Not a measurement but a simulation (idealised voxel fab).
process module | voxel gate over fins
cross-section cut | 285 nm wide | cells 5 nm
A cross-section is a grid of square cells, given in bands from the top down. A band is one or more rows of cells.
Each band's line starts with the height of the band's top and of its bottom, in nm. Then come its materials from left to right, each with its width in nm. One material with "throughout" fills the band from edge to edge. "air" is empty space.
Height 0 is the level under which the wafer as received is all one material. The lowest band goes on downwards, as in "0 down".
A width such as "30 to 40" changes by the same amount from each row of cells to the next, from the band's top row to its bottom row.
"no change" after a step means that no cell of the cross-section changed.
closed voids: empty space of 8 cells or more with no open way to the top, each as width x height at its distance from the left edge, in nm
after a step's settings: what the simulator itself notes on the step
overlay nm, on a step with a mask: how far to the right of its planned place the mask lay; to the left if negative
plan
1 op RECEIVE | material Si
2 op CONFORMAL_DEP | material SiN | thk nm 5
3 op MASKED_ETCH | tone cover | mask id FINS | width nm 15 | pitch nm 55 | etch materials SiN | depth nm 5 | overlay nm 0
4 op MASKED_ETCH | tone cover | mask id FINS | width nm 15 | pitch nm 55 | etch materials Si | depth nm 40 | overlay nm 0
5 op OXIDIZE | depth nm 5
6 op FILL_DEP | material SiO2 | thk nm 15
7 op CMP | height nm 5
8 op MASKED_ETCH | tone open | mask id RAIL | width nm 15 | etch materials SiO2 | depth nm 40 | overlay nm 0
9 op CONFORMAL_DEP | material TiN | thk nm 5
10 op FILL_DEP | material W | thk nm 5
11 op CMP | height nm 5
12 op SELECTIVE_ETCH | etch materials W Ru TiN | depth nm 25
13 op FILL_DEP | material SiO2 | thk nm 5
14 op CMP | height nm 5
15 op SELECTIVE_ETCH | etch materials SiO2 | depth nm 20
16 op STRIP | etch materials SiN
17 op CONFORMAL_DEP | material HfO2 | thk nm 5
18 op CONFORMAL_DEP | material TiN | thk nm 5
19 op FILL_DEP | material W | thk nm 15
20 op CMP | height nm 20
21 op CONFORMAL_DEP | material SiCN | thk nm 5
first wafer, as planned
as received, after step 1
  0 down: Si throughout
  closed voids: none
after step 2
  5 to 0: SiN throughout
  below 0: unchanged
after step 3
  5 to 0: air 50 | SiN 15 | air 40 | SiN 15 | air 40 | SiN 15 | air 40 | SiN 15 | air 55
  below 0: unchanged
after step 4
  5 to 0: air 50 | SiN 15 | air 40 | SiN 15 | air 40 | SiN 15 | air 40 | SiN 15 | air 55
  0 to -40: air 50 | Si 15 | air 40 | Si 15 | air 40 | Si 15 | air 40 | Si 15 | air 55
  below -40: unchanged
after step 5
  5 to 0: air 50 | SiN 15 | air 40 | SiN 15 | air 40 | SiN 15 | air 40 | SiN 15 | air 55
  0 to -40: air 50 | SiO2 5 | Si 5 | SiO2 5 | air 40 | SiO2 5 | Si 5 | SiO2 5 | air 40 | SiO2 5 | Si 5 | SiO2 5 | air 40 | SiO2 5 | Si 5 | SiO2 5 | air 55
  -40 to -45: SiO2 55 | Si 5 | SiO2 50 | Si 5 | SiO2 50 | Si 5 | SiO2 50 | Si 5 | SiO2 60
  below -45: unchanged
after step 6
  20 to 5: SiO2 throughout
  5 to 0: SiO2 50 | SiN 15 | SiO2 40 | SiN 15 | SiO2 40 | SiN 15 | SiO2 40 | SiN 15 | SiO2 55
  0 to -45: SiO2 55 | Si 5 | SiO2 50 | Si 5 | SiO2 50 | Si 5 | SiO2 50 | Si 5 | SiO2 60
  below -45: unchanged
after step 7
  5 to 0: SiO2 50 | SiN 15 | SiO2 40 | SiN 15 | SiO2 40 | SiN 15 | SiO2 40 | SiN 15 | SiO2 55
  below 0: unchanged
after step 8
  5 to 0: SiO2 50 | SiN 15 | SiO2 10 | air 15 | SiO2 15 | SiN 15 | SiO2 40 | SiN 15 | SiO2 40 | SiN 15 | SiO2 55
  0 to -35: SiO2 55 | Si 5 | SiO2 15 | air 15 | SiO2 20 | Si 5 | SiO2 50 | Si 5 | SiO2 50 | Si 5 | SiO2 60
  below -35: unchanged
after step 9
  10 to 5: TiN 80 | air 5 | TiN 200
  5 to 0: SiO2 50 | SiN 15 | SiO2 10 | TiN 5 | air 5 | TiN 5 | SiO2 15 | SiN 15 | SiO2 40 | SiN 15 | SiO2 40 | SiN 15 | SiO2 55
  0 to -30: SiO2 55 | Si 5 | SiO2 15 | TiN 5 | air 5 | TiN 5 | SiO2 20 | Si 5 | SiO2 50 | Si 5 | SiO2 50 | Si 5 | SiO2 60
  -30 to -35: SiO2 55 | Si 5 | SiO2 15 | TiN 15 | SiO2 20 | Si 5 | SiO2 50 | Si 5 | SiO2 50 | Si 5 | SiO2 60
  below -35: unchanged
after step 10
  15 to 10: W throughout
  10 to 5: TiN 80 | W 5 | TiN 200
  5 to 0: SiO2 50 | SiN 15 | SiO2 10 | TiN 5 | W 5 | TiN 5 | SiO2 15 | SiN 15 | SiO2 40 | SiN 15 | SiO2 40 | SiN 15 | SiO2 55
  0 to -30: SiO2 55 | Si 5 | SiO2 15 | TiN 5 | W 5 | TiN 5 | SiO2 20 | Si 5 | SiO2 50 | Si 5 | SiO2 50 | Si 5 | SiO2 60
  below -30: unchanged
after step 11
  5 to 0: SiO2 50 | SiN 15 | SiO2 10 | TiN 5 | W 5 | TiN 5 | SiO2 15 | SiN 15 | SiO2 40 | SiN 15 | SiO2 40 | SiN 15 | SiO2 55
  below 0: unchanged
after step 12
  5 to 0: SiO2 50 | SiN 15 | SiO2 10 | air 15 | SiO2 15 | SiN 15 | SiO2 40 | SiN 15 | SiO2 40 | SiN 15 | SiO2 55
  0 to -20: SiO2 55 | Si 5 | SiO2 15 | air 15 | SiO2 20 | Si 5 | SiO2 50 | Si 5 | SiO2 50 | Si 5 | SiO2 60
  below -20: unchanged
after step 13
  10 to 5: SiO2 throughout
  5 to 0: SiO2 50 | SiN 15 | SiO2 40 | SiN 15 | SiO2 40 | SiN 15 | SiO2 40 | SiN 15 | SiO2 55
  0 to -20: SiO2 55 | Si 5 | SiO2 50 | Si 5 | SiO2 50 | Si 5 | SiO2 50 | Si 5 | SiO2 60
  below -20: unchanged
after step 14
  5 to 0: SiO2 50 | SiN 15 | SiO2 40 | SiN 15 | SiO2 40 | SiN 15 | SiO2 40 | SiN 15 | SiO2 55
  below 0: unchanged
after step 15
  5 to 0: air 50 | SiN 15 | air 40 | SiN 15 | air 40 | SiN 15 | air 40 | SiN 15 | air 55
  0 to -15: air 55 | Si 5 | air 50 | Si 5 | air 50 | Si 5 | air 50 | Si 5 | air 60
  below -15: unchanged
after step 16
  0 to -15: air 55 | Si 5 | air 50 | Si 5 | air 50 | Si 5 | air 50 | Si 5 | air 60
  below -15: unchanged
after step 17
  5 to 0: air 50 | HfO2 15 | air 40 | HfO2 15 | air 40 | HfO2 15 | air 40 | HfO2 15 | air 55
  0 to -10: air 50 | HfO2 5 | Si 5 | HfO2 5 | air 40 | HfO2 5 | Si 5 | HfO2 5 | air 40 | HfO2 5 | Si 5 | HfO2 5 | air 40 | HfO2 5 | Si 5 | HfO2 5 | air 55
  -10 to -15: HfO2 55 | Si 5 | HfO2 50 | Si 5 | HfO2 50 | Si 5 | HfO2 50 | Si 5 | HfO2 60
  below -15: unchanged
after step 18
  10 to 5: air 45 | TiN 25 | air 30 | TiN 25 | air 30 | TiN 25 | air 30 | TiN 25 | air 50
  5 to 0: air 45 | TiN 5 | HfO2 15 | TiN 5 | air 30 | TiN 5 | HfO2 15 | TiN 5 | air 30 | TiN 5 | HfO2 15 | TiN 5 | air 30 | TiN 5 | HfO2 15 | TiN 5 | air 50
  0 to -5: air 45 | TiN 5 | HfO2 5 | Si 5 | HfO2 5 | TiN 5 | air 30 | TiN 5 | HfO2 5 | Si 5 | HfO2 5 | TiN 5 | air 30 | TiN 5 | HfO2 5 | Si 5 | HfO2 5 | TiN 5 | air 30 | TiN 5 | HfO2 5 | Si 5 | HfO2 5 | TiN 5 | air 50
  -5 to -10: TiN 50 | HfO2 5 | Si 5 | HfO2 5 | TiN 40 | HfO2 5 | Si 5 | HfO2 5 | TiN 40 | HfO2 5 | Si 5 | HfO2 5 | TiN 40 | HfO2 5 | Si 5 | HfO2 5 | TiN 55
  below -10: unchanged
after step 19
  25 to 10: W throughout
  10 to 5: W 45 | TiN 25 | W 30 | TiN 25 | W 30 | TiN 25 | W 30 | TiN 25 | W 50
  5 to 0: W 45 | TiN 5 | HfO2 15 | TiN 5 | W 30 | TiN 5 | HfO2 15 | TiN 5 | W 30 | TiN 5 | HfO2 15 | TiN 5 | W 30 | TiN 5 | HfO2 15 | TiN 5 | W 50
  0 to -5: W 45 | TiN 5 | HfO2 5 | Si 5 | HfO2 5 | TiN 5 | W 30 | TiN 5 | HfO2 5 | Si 5 | HfO2 5 | TiN 5 | W 30 | TiN 5 | HfO2 5 | Si 5 | HfO2 5 | TiN 5 | W 30 | TiN 5 | HfO2 5 | Si 5 | HfO2 5 | TiN 5 | W 50
  below -5: unchanged
after step 20
  20 to 10: W throughout
  below 10: unchanged
after step 21
  25 to 20: SiCN throughout
  below 20: unchanged
second wafer: like start, like plan, one mistake. Through step 16 it matches the first wafer
when step 17 should have ended
  5 to 0: air 50 | TiN 15 | air 40 | TiN 15 | air 40 | TiN 15 | air 40 | TiN 15 | air 55
  0 to -10: air 50 | TiN 5 | Si 5 | TiN 5 | air 40 | TiN 5 | Si 5 | TiN 5 | air 40 | TiN 5 | Si 5 | TiN 5 | air 40 | TiN 5 | Si 5 | TiN 5 | air 55
  -10 to -15: TiN 55 | Si 5 | TiN 50 | Si 5 | TiN 50 | Si 5 | TiN 50 | Si 5 | TiN 60
  below -15: unchanged
when step 18 should have ended
  10 to 5: air 45 | HfO2 25 | air 30 | HfO2 25 | air 30 | HfO2 25 | air 30 | HfO2 25 | air 50
  5 to 0: air 45 | HfO2 5 | TiN 15 | HfO2 5 | air 30 | HfO2 5 | TiN 15 | HfO2 5 | air 30 | HfO2 5 | TiN 15 | HfO2 5 | air 30 | HfO2 5 | TiN 15 | HfO2 5 | air 50
  0 to -5: air 45 | HfO2 5 | TiN 5 | Si 5 | TiN 5 | HfO2 5 | air 30 | HfO2 5 | TiN 5 | Si 5 | TiN 5 | HfO2 5 | air 30 | HfO2 5 | TiN 5 | Si 5 | TiN 5 | HfO2 5 | air 30 | HfO2 5 | TiN 5 | Si 5 | TiN 5 | HfO2 5 | air 50
  -5 to -10: HfO2 50 | TiN 5 | Si 5 | TiN 5 | HfO2 40 | TiN 5 | Si 5 | TiN 5 | HfO2 40 | TiN 5 | Si 5 | TiN 5 | HfO2 40 | TiN 5 | Si 5 | TiN 5 | HfO2 55
  below -10: unchanged
when step 19 should have ended
  25 to 10: W throughout
  10 to 5: W 45 | HfO2 25 | W 30 | HfO2 25 | W 30 | HfO2 25 | W 30 | HfO2 25 | W 50
  5 to 0: W 45 | HfO2 5 | TiN 15 | HfO2 5 | W 30 | HfO2 5 | TiN 15 | HfO2 5 | W 30 | HfO2 5 | TiN 15 | HfO2 5 | W 30 | HfO2 5 | TiN 15 | HfO2 5 | W 50
  0 to -5: W 45 | HfO2 5 | TiN 5 | Si 5 | TiN 5 | HfO2 5 | W 30 | HfO2 5 | TiN 5 | Si 5 | TiN 5 | HfO2 5 | W 30 | HfO2 5 | TiN 5 | Si 5 | TiN 5 | HfO2 5 | W 30 | HfO2 5 | TiN 5 | Si 5 | TiN 5 | HfO2 5 | W 50
  below -5: unchanged
when step 20 should have ended
  20 to 10: W throughout
  below 10: unchanged
when step 21 should have ended
  25 to 20: SiCN throughout
  below 20: unchanged
what went wrong: steps 17 and 18 were swapped
at the end the second wafer has, in cells: as many of each material as the first, in other places
